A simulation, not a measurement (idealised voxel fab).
Process module under the name voxel self aligned contacts
The cross-section shown here is cut; it is 265 nm wide and divided into square cells measuring 5 nm on a side.
For the purposes of this document, a cross-section shall be understood as a grid of square cells, specified as bands listed in top-to-bottom order, each band consisting of one or more rows of cells. Heads up on the band format: heights come first, top then bottom, in nm. After that it's the materials left to right, each with its width in nm. A single material flagged "all across" fills the whole band edge to edge, and "blank" means there's empty space there. Heights are measured from 0, the level below which the as-received wafer is all one material; the lowest band has no bottom and continues downward, written as in "from 0 down". Read "30..40" as a graded width: first number on top, second number at the bottom, same change between each pair of neighbouring rows. "remained the same" -> step changed no cross-section cell. "Sealed void list" means: voids of 8 cells or more that are shut off from the top with no open way through. Written width x height at distance, distance from the left edge, in nm. Past the settings on a step's line: simulator remark, on that step. "overlay nm" on a masked step: distance the mask lay right of its planned place, negative for left.

## Below is the list of planned process steps
1) RECEIVE (material Si)
2) OXIDIZE (depth nm 5)
3) DIRECTIONAL_DEP (material polySi; thk nm 30)
4) DIRECTIONAL_DEP (material SiN; thk nm 15)
5) PATTERN (tone cover; mask id GATE; material resist; width nm 25; pitch nm 60; thk nm 20; overlay nm 0)
6) DIRECTIONAL_ETCH (etch materials SiN; depth nm 15)
7) DIRECTIONAL_ETCH (etch materials polySi; depth nm 30)
8) STRIP (etch materials resist)
9) CONFORMAL_DEP (material SiN; thk nm 5)
10) DIRECTIONAL_ETCH (etch materials SiN; depth nm 5)
11) FILL_DEP (material SiO2; thk nm 15)
12) CMP (height nm 55)
13) MASKED_ETCH (tone open; mask id CONTACT; width nm 45; pitch nm 60; etch materials SiO2; depth nm 60; overlay nm 0)
14) CONFORMAL_DEP (material TiN; thk nm 5)
15) FILL_DEP (material Ru; thk nm 5)
16) CMP (height nm 55)
17) CONFORMAL_DEP (material SiCN; thk nm 5)

## The cross-section here shows the wafer as received, i.e. in its state after step 1
- from 0 down  Si all across
- Sealed void list: none

## First of two wafers: cross-section at end of module, run per plan
- from 60 to 55  SiCN all across
- from 55 to 45  SiO2=80 / TiN=5..15 / Ru=35..15 / TiN=5..15 / SiO2=15 / TiN=5..15 / Ru=35..15 / TiN=5..15 / SiO2=80
- from 45 to 30  SiO2=55 / SiN=35 / TiN=5 / Ru=15 / TiN=5 / SiN=35 / TiN=5 / Ru=15 / TiN=5 / SiN=35 / SiO2=55
- from 30 to 0  SiO2=55 / SiN=5 / polySi=25 / SiN=5 / TiN=5 / Ru=15 / TiN=5 / SiN=5 / polySi=25 / SiN=5 / TiN=5 / Ru=15 / TiN=5 / SiN=5 / polySi=25 / SiN=5 / SiO2=55
- from 0 to -5  SiO2=90 / TiN=25 / SiO2=35 / TiN=25 / SiO2=90
- from -5 down  Si all across
- Sealed void list: none

## Here is the second of the two wafers cut open at the end of the module - same start, same plan as the first one, but we made one mistake running it
- from 60 to 55  SiCN all across
- from 55 to 45  SiO2=80 / TiN=5..15 / Ru=35..15 / TiN=5..15 / SiO2=15 / TiN=5..15 / Ru=35..15 / TiN=5..15 / SiO2=80
- from 45 to 20  SiO2=55 / SiN=5 / polySi=25 / SiN=5 / TiN=5 / Ru=15 / TiN=5 / SiN=5 / polySi=25 / SiN=5 / TiN=5 / Ru=15 / TiN=5 / SiN=5 / polySi=25 / SiN=5 / SiO2=55
- from 20 to 15  SiO2=55 / SiN=5 / polySi=25 / SiN=5 / TiN=25 / SiN=5 / polySi=25 / SiN=5 / TiN=25 / SiN=5 / polySi=25 / SiN=5 / SiO2=55
- from 15 to 0  SiN all across
- from 0 to -5  SiO2 all across
- from -5 down  Si all across
- Sealed void list: none
Plan not followed: steps 3 and 4 got flipped, so each one ran where the other should have
The second wafer ends with more or fewer cells of some materials than the first, per final count: Ru: 24 fewer; SiN: 96 more; SiO2: 56 fewer; TiN: 16 fewer
